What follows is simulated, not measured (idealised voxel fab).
Module name: voxel transistor to metal (process module)
Displayed cross-section: cut, width of 280 nm, square cells sized 5 nm.
Cross-section format: a grid of square cells, given as bands from top to bottom; each band is one or more rows of cells.
Per band: top height and bottom height in nm, followed by the left-to-right materials and their widths in nm; "full width" marks a single material spanning edge to edge, "empty" marks empty space.
All heights in this document are referenced to 0, defined as the level beneath which the wafer, as received, consists entirely of one material. The lowest band is not bounded below; it extends indefinitely downward and is written in the form "0 nm and below".
Width spec "30 to 40" -> top row of cells at first value, bottom row at second value, equal per-row change in between.
Key: "nothing got changed" - step with no changed cell in the cross-section.
"Closed cavities" specifies each empty space that is not open to the top and that occupies no fewer than 8 cells, using the form width x height at distance, the distance measured from the left edge and all three quantities in nm.
Where a step's line continues beyond its settings, the continuation is a remark by the simulator itself on that step.
"overlay nm", when on a step's line for a step with a mask, measures how far to the right of its planned place the mask lay; a negative measure means to the left.
These are the steps we planned for the process
1: RECEIVE with material Si
2: CONFORMAL_DEP with material SiO2, thk nm 5
3: CONFORMAL_DEP with material SiN, thk nm 15
4: DIRECTIONAL_DEP with material aC, thk nm 10
5: PATTERN with tone cover, mask id ACTIVE, material resist, width nm 105, pitch nm 125, thk nm 25, overlay nm 0
6: DIRECTIONAL_ETCH with etch materials aC, depth nm 10
7: STRIP with etch materials resist
8: DIRECTIONAL_ETCH with etch materials SiN, depth nm 15
9: DIRECTIONAL_ETCH with etch materials SiO2, depth nm 5
10: DIRECTIONAL_ETCH with etch materials Si, depth nm 30
11: STRIP with etch materials aC
12: FILL_DEP with material SiO2, thk nm 5
13: CMP with height nm 20
14: SELECTIVE_ETCH with etch materials SiO2, depth nm 15
15: STRIP with etch materials SiN
16: SELECTIVE_ETCH with etch materials SiO2, depth nm 5
17: OXIDIZE with depth nm 5
18: DIRECTIONAL_DEP with material polySi, thk nm 30
19: DIRECTIONAL_DEP with material SiCN, thk nm 15
20: PATTERN with tone cover, mask id GATE, material resist, width nm 25, pitch nm 125, thk nm 15, overlay nm 0
21: DIRECTIONAL_ETCH with etch materials SiCN, depth nm 25
22: DIRECTIONAL_ETCH with etch materials polySi, depth nm 40
23: STRIP with etch materials resist
24: CONFORMAL_DEP with material SiO2, thk nm 5
25: DIRECTIONAL_ETCH with etch materials SiO2, depth nm 5
26: CONFORMAL_DEP with material SiN, thk nm 10
27: DIRECTIONAL_ETCH with etch materials SiN, depth nm 10
28: DIRECTIONAL_ETCH with etch materials SiO2, depth nm 5
29: DIRECTIONAL_ETCH with etch materials Si, depth nm 15
30: EPI with material SiGe, thk nm 20
31: FILL_DEP with material SiO2, thk nm 10
32: CMP with height nm 45
33: DIRECTIONAL_DEP with material SiO2, thk nm 10
34: DIRECTIONAL_DEP with material aC, thk nm 10
35: PATTERN with tone open, mask id CONTACT, material resist, width nm 30, thk nm 25, overlay nm 0
36: DIRECTIONAL_ETCH with etch materials aC, depth nm 10
37: STRIP with etch materials resist
38: DIRECTIONAL_ETCH with etch materials SiO2, depth nm 40
39: STRIP with etch materials aC
40: CONFORMAL_DEP with material TiN, thk nm 5
41: FILL_DEP with material W, thk nm 10
42: CMP with height nm 55
43: DIRECTIONAL_DEP with material TiN, thk nm 5
44: DIRECTIONAL_DEP with material Ru, thk nm 20
45: DIRECTIONAL_DEP with material aC, thk nm 10
46: PATTERN with tone cover, mask id METAL_1, material resist, width nm 20, thk nm 25, overlay nm 0
47: DIRECTIONAL_ETCH with etch materials aC, depth nm 10
48: STRIP with etch materials resist
49: DIRECTIONAL_ETCH with etch materials Ru, depth nm 20
50: DIRECTIONAL_ETCH with etch materials TiN, depth nm 5
51: STRIP with etch materials aC
52: FILL_DEP with material SiO2, thk nm 5
53: CMP with height nm 80
54: CONFORMAL_DEP with material SiN, thk nm 5
Cross-section of the incoming wafer, state after step 1
0 nm and below | Si full width
Closed cavities: none
The plan above was carried out on the starting structure above with one mistake, and this cross-section shows the wafer at the end of the module
85 nm to 80 nm | SiN full width
80 nm to 60 nm | 30 of SiO2 / 20 of Ru / 55 of SiO2 / 20 of Ru / 30 of SiO2 / 20 of Ru / 55 of SiO2 / 20 of Ru / 30 of SiO2
60 nm to 55 nm | 30 of SiO2 / 20 of TiN / 55 of SiO2 / 20 of TiN / 30 of SiO2 / 20 of TiN / 55 of SiO2 / 20 of TiN / 30 of SiO2
55 nm to 45 nm | 30 of SiO2 / 5 of TiN / 20 to 10 of W / 5 to 15 of TiN / 35 of SiO2 / 5 to 15 of TiN / 20 to 10 of W / 5 of TiN / 30 of SiO2 / 5 of TiN / 20 to 10 of W / 5 to 15 of TiN / 35 of SiO2 / 5 to 15 of TiN / 20 to 10 of W / 5 of TiN / 30 of SiO2
45 nm to 30 nm | 30 of SiO2 / 5 of TiN / 10 of W / 5 of TiN / 10 of SiN / 5 of SiO2 / 25 of SiCN / 5 of SiO2 / 10 of SiN / 5 of TiN / 10 of W / 5 of TiN / 30 of SiO2 / 5 of TiN / 10 of W / 5 of TiN / 10 of SiN / 5 of SiO2 / 25 of SiCN / 5 of SiO2 / 10 of SiN / 5 of TiN / 10 of W / 5 of TiN / 30 of SiO2
30 nm to 20 nm | 30 of SiO2 / 5 of TiN / 10 of W / 5 of TiN / 10 of SiN / 5 of SiO2 / 25 of polySi / 5 of SiO2 / 10 of SiN / 5 of TiN / 10 of W / 5 of TiN / 30 of SiO2 / 5 of TiN / 10 of W / 5 of TiN / 10 of SiN / 5 of SiO2 / 25 of polySi / 5 of SiO2 / 10 of SiN / 5 of TiN / 10 of W / 5 of TiN / 30 of SiO2
20 nm to 15 nm | 30 of SiO2 / 20 of TiN / 10 of SiN / 5 of SiO2 / 25 of polySi / 5 of SiO2 / 10 of SiN / 20 of TiN / 30 of SiO2 / 20 of TiN / 10 of SiN / 5 of SiO2 / 25 of polySi / 5 of SiO2 / 10 of SiN / 20 of TiN / 30 of SiO2
15 nm to 0 nm | 30 of SiO2 / 20 of SiGe / 10 of SiN / 5 of SiO2 / 25 of polySi / 5 of SiO2 / 10 of SiN / 20 of SiGe / 30 of SiO2 / 20 of SiGe / 10 of SiN / 5 of SiO2 / 25 of polySi / 5 of SiO2 / 10 of SiN / 20 of SiGe / 30 of SiO2
0 nm to -5 nm | 15 of SiO2 / 35 of SiGe / 55 of SiO2 / 25 of SiGe / 10 of SiO2 / 35 of SiGe / 55 of SiO2 / 25 of SiGe / 25 of SiO2
-5 nm to -20 nm | 20 of SiO2 / 30 of SiGe / 55 of Si / 20 of SiGe / 20 of SiO2 / 30 of SiGe / 55 of Si / 20 of SiGe / 30 of SiO2
-20 nm to -30 nm | 20 of SiO2 / 105 of Si / 20 of SiO2 / 105 of Si / 30 of SiO2
-30 nm and below | Si full width
Closed cavities: none
What went wrong in running the wafer? rather than as planned, step 5 actually ran as PATTERN with tone cover, mask id ACTIVE, material resist, width nm 105, pitch nm 125, thk nm 25, overlay nm -5
